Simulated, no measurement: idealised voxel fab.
Process module, titled voxel wiring stack
Xsec cut, 295 nm wide, square cell size 5 nm.
Reading order for cross-sections: top band down to bottom band. Underlying form: a grid of square cells. Band size: one or more rows of cells.
Band: top and bottom heights (nm) first, top before bottom; then materials from left to right, widths in nm. "throughout" marks a sole material filling the band edge to edge. "blank" denotes empty space.
Where do heights start? At 0: under that level the wafer as delivered is made of one material only. And the lowest band has no floor; it just carries on downward, as in "0 and below".
A width such as "30..40" changes by the same amount from each row of cells to the next, from the band's top row to its bottom row.
"stayed the same" -> step changed no cross-section cell.
The entry titled "Fully sealed cavities" provides the empty spaces that have no open way to the top, restricted to those of 8 cells or more. Each is presented as width x height at distance, the distance being measured from the left edge, with all three in nm.
after a step's settings: what the simulator itself notes on the step
Among the settings permitted on a step's line is "overlay nm"; applied to a step with a mask, it specifies the extent to which the mask lay to the right of its planned position, whereas a negative figure signifies a position to the left.
Plan:
1: RECEIVE: material Si
2: CONFORMAL_DEP: material SiO2, thk nm 10
3: CONFORMAL_DEP: material SiCN, thk nm 5
4: DIRECTIONAL_DEP: material lowk, thk nm 25
5: PATTERN: tone open, mask id METAL_1, material resist, width nm 25, pitch nm 45, thk nm 15, overlay nm 0
6: DIRECTIONAL_ETCH: etch materials lowk, depth nm 25
7: DIRECTIONAL_ETCH: etch materials SiCN, depth nm 5
8: STRIP: etch materials resist
9: CONFORMAL_DEP: material TiN, thk nm 5
10: FILL_DEP: material Cu, thk nm 5
11: CMP: height nm 40
12: CONFORMAL_DEP: material SiCN, thk nm 5
13: DIRECTIONAL_DEP: material lowk, thk nm 15
14: DIRECTIONAL_DEP: material aC, thk nm 15
15: PATTERN: tone open, mask id PLUG_1, material resist, width nm 15, thk nm 35, overlay nm 0
16: DIRECTIONAL_ETCH: etch materials aC, depth nm 15
17: STRIP: etch materials resist
18: DIRECTIONAL_ETCH: etch materials lowk, depth nm 15
19: DIRECTIONAL_ETCH: etch materials SiCN, depth nm 5
20: STRIP: etch materials aC
21: EPI: material Ru, thk nm 10
22: EPI: material Ru, thk nm 10
23: CONFORMAL_DEP: material SiCN, thk nm 5
24: DIRECTIONAL_DEP: material lowk, thk nm 15
25: PATTERN: tone open, mask id METAL_2, material resist, width nm 25, pitch nm 45, thk nm 20, overlay nm 0
26: DIRECTIONAL_ETCH: etch materials lowk, depth nm 15
27: DIRECTIONAL_ETCH: etch materials SiCN, depth nm 5
28: STRIP: etch materials resist
29: CONFORMAL_DEP: material TiN, thk nm 5
30: FILL_DEP: material Ru, thk nm 5
31: CMP: height nm 80
32: CONFORMAL_DEP: material SiCN, thk nm 5
33: DIRECTIONAL_DEP: material SiO2, thk nm 20
34: PATTERN: tone open, mask id PLUG_2, material resist, width nm 15, thk nm 20, overlay nm 0
35: DIRECTIONAL_ETCH: etch materials SiO2, depth nm 20
36: DIRECTIONAL_ETCH: etch materials SiCN, depth nm 5
37: STRIP: etch materials resist
38: CONFORMAL_DEP: material TiN, thk nm 5
39: FILL_DEP: material Cu, thk nm 5
40: CMP: height nm 105
41: DIRECTIONAL_DEP: material TiN, thk nm 5
42: DIRECTIONAL_DEP: material Ru, thk nm 25
43: DIRECTIONAL_DEP: material aC, thk nm 10
44: PATTERN: tone cover, mask id METAL_3, material resist, width nm 25, pitch nm 45, thk nm 25, overlay nm 0
45: DIRECTIONAL_ETCH: etch materials aC, depth nm 10
46: STRIP: etch materials resist
47: DIRECTIONAL_ETCH: etch materials Ru, depth nm 25
48: DIRECTIONAL_ETCH: etch materials TiN, depth nm 5
49: STRIP: etch materials aC
50: CONFORMAL_DEP: material SiN, thk nm 5
51: FILL_DEP: material SiO2, thk nm 5
52: CMP: height nm 135
53: CONFORMAL_DEP: material SiN, thk nm 5
As-received wafer cross-section (after step 1):
- 0 and below = Si throughout
- Fully sealed cavities: none
Same starting wafer, same plan as above, one mistake in the execution; this is the cross-section at the end of the module:
- 140 down to 135 = SiN throughout
- 135 down to 110 = SiO2 (105)  SiN (5)  Ru (25)  SiN (5)  SiO2 (10)  SiN (5)  Ru (25)  SiN (5)  SiO2 (110)
- 110 down to 105 = SiN (110)  TiN (25)  SiN (20)  TiN (25)  SiN (115)
- 105 down to 85 = SiO2 (110)  TiN (5)  Cu (5)  TiN (5)  SiO2 (170)
- 85 down to 80 = SiCN (110)  TiN (15)  SiCN (170)
- 80 down to 65 = SiN throughout
- 65 down to 60 = SiCN throughout
- 60 down to 45 = lowk (110)  Ru (15)  lowk (170)
- 45 down to 40 = SiCN (110)  Ru (15)  SiCN (170)
- 40 down to 15 = lowk (110)  TiN (5)  Cu (15)  TiN (5)  lowk (20)  TiN (5)  Cu (15)  TiN (5)  lowk (115)
- 15 down to 10 = SiCN (110)  TiN (25)  SiCN (20)  TiN (25)  SiCN (115)
- 10 down to 0 = SiO2 throughout
- 0 and below = Si throughout
- Fully sealed cavities: none
Here's what went sideways: not per plan at step 24, really ran DIRECTIONAL_DEP: material SiN, thk nm 15
